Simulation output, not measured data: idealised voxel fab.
process module | voxel released beams
cross-section cut | 245 nm wide | cells 5 nm
A cross-section is a grid of square cells, given in bands from the top down. A band is one or more rows of cells.
Each band's line starts with the height of the band's top and of its bottom, in nm. Then come its materials from left to right, each with its width in nm. One material with "throughout" fills the band from edge to edge. "air" is empty space.
Height 0 is the level under which the wafer as received is all one material. The lowest band goes on downwards, as in "0 down".
A width such as "30 to 40" changes by the same amount from each row of cells to the next, from the band's top row to its bottom row.
"no change" after a step means that no cell of the cross-section changed.
closed voids: empty space of 8 cells or more with no open way to the top, each as width x height at its distance from the left edge, in nm
after a step's settings: what the simulator itself notes on the step
overlay nm, on a step with a mask: how far to the right of its planned place the mask lay; to the left if negative
plan
1 op RECEIVE | material Si
2 op CONFORMAL_DEP | material SiN | thk nm 10
3 op DIRECTIONAL_DEP | material SiO2 | thk nm 15
4 op PATTERN | tone open | mask id ANCHOR | material resist | width nm 45 | thk nm 15 | overlay nm 0
5 op DIRECTIONAL_ETCH | etch materials SiO2 | depth nm 15
6 op STRIP | etch materials resist
7 op CONFORMAL_DEP | material TiN | thk nm 15
8 op PATTERN | tone cover | mask id BEAM | material resist | width nm 95 | thk nm 15 | overlay nm 0
9 op DIRECTIONAL_ETCH | etch materials TiN | depth nm 15
10 op STRIP | etch materials resist
11 op STRIP | etch materials SiO2
as received, after step 1
  0 down: Si throughout
  closed voids: none
a wafer at the end: this start, this plan, one mistake
  40 to 25: air 70 | TiN 95 | air 80
  25 to 15: SiN throughout
  15 to 0: SiO2 throughout
  0 down: Si throughout
  closed voids: none
what went wrong: steps 2 and 3 were swapped
